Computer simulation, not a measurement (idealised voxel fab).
A process module follows: voxel spacer lines.
Pictured: cross-section cut, 165 nm wide, on a grid of 5 nm square cells.
The cross-sections in this document take the form of a grid made of square cells. They are written out as bands, in order from top to bottom. Each band consists of one or more rows of cells. Read a band's entry like this: the first values are the height of its top and the height of its bottom in nm, and what follows is the sequence of materials from left to right, each with its width in nm. Note that "air" is empty space, and that a single material marked "all across" reaches across the band from edge to edge. Heights from 0 (as-received wafer is one material below). Bottom band endless downward, as "0 and below". The expression "30 to 40" gives the width at the extremes of the band, the first number at its top row of cells and the second at its bottom row, with the width changing by equal amounts from each row to the next in between. Step marked "no change"? Then no cell in the cross-section changed in it. "Fully sealed voids" contains a list of empty spaces, each no smaller than 8 cells and without an open way to the top, written in the form width x height at distance with the distance from the left edge and all three in nm. Anything after a step's settings on that line? It's the simulator's own note about the step. overlay nm: mask right of planned place by this much (step with mask). Neg. = left.
SO HERE'S THE LINEUP OF PROCESS STEPS WE PLANNED
- 1: RECEIVE,material Si
- 2: CONFORMAL_DEP,material Al2O3,thk nm 5
- 3: DIRECTIONAL_DEP,material polySi,thk nm 20
- 4: DIRECTIONAL_DEP,material aC,thk nm 25
- 5: PATTERN,tone cover,mask id MANDREL,material resist,width nm 20,pitch nm 70,thk nm 35,overlay nm 0
- 6: DIRECTIONAL_ETCH,etch materials aC,depth nm 25
- 7: STRIP,etch materials resist
- 8: CONFORMAL_DEP,material SiO2,thk nm 15
- 9: DIRECTIONAL_ETCH,etch materials SiO2,depth nm 15
- 10: STRIP,etch materials aC
- 11: DIRECTIONAL_ETCH,etch materials polySi,depth nm 20
- 12: STRIP,etch materials SiO2
AS RECEIVED (POST STEP 1): CROSS-SECTION
0 and below = Si all across
Fully sealed voids: none
THE FIRST OF THE TWO WAFERS AS SEEN IN CROSS-SECTION ONCE THE MODULE WAS FINISHED; PROCESSING FOLLOWED THE PLAN
25 down to 5 = air (20)  polySi (15)  air (20)  polySi (15)  air (20)  polySi (15)  air (20)  polySi (15)  air (25)
5 down to 0 = Al2O3 all across
0 and below = Si all across
Fully sealed voids: none
NOW THE SECOND WAFER, CROSS-SECTIONED AT THE END OF THE MODULE. NOTHING DIFFERENT AT THE START, NOTHING DIFFERENT IN THE PLAN COMPARED WITH THE FIRST, JUST ONE MISTAKE WHEN IT WAS ACTUALLY RUN
25 down to 5 = air (35)  polySi (20)  air (50)  polySi (20)  air (40)
5 down to 0 = Al2O3 all across
0 and below = Si all across
Fully sealed voids: none
Misprocessing identified: note that step 5 departed from the planned setting and was carried out as PATTERN,tone open,mask id MANDREL,material resist,width nm 20,pitch nm 70,thk nm 35,overlay nm 0
at the end the second wafer has, in cells: 16 fewer of polySi
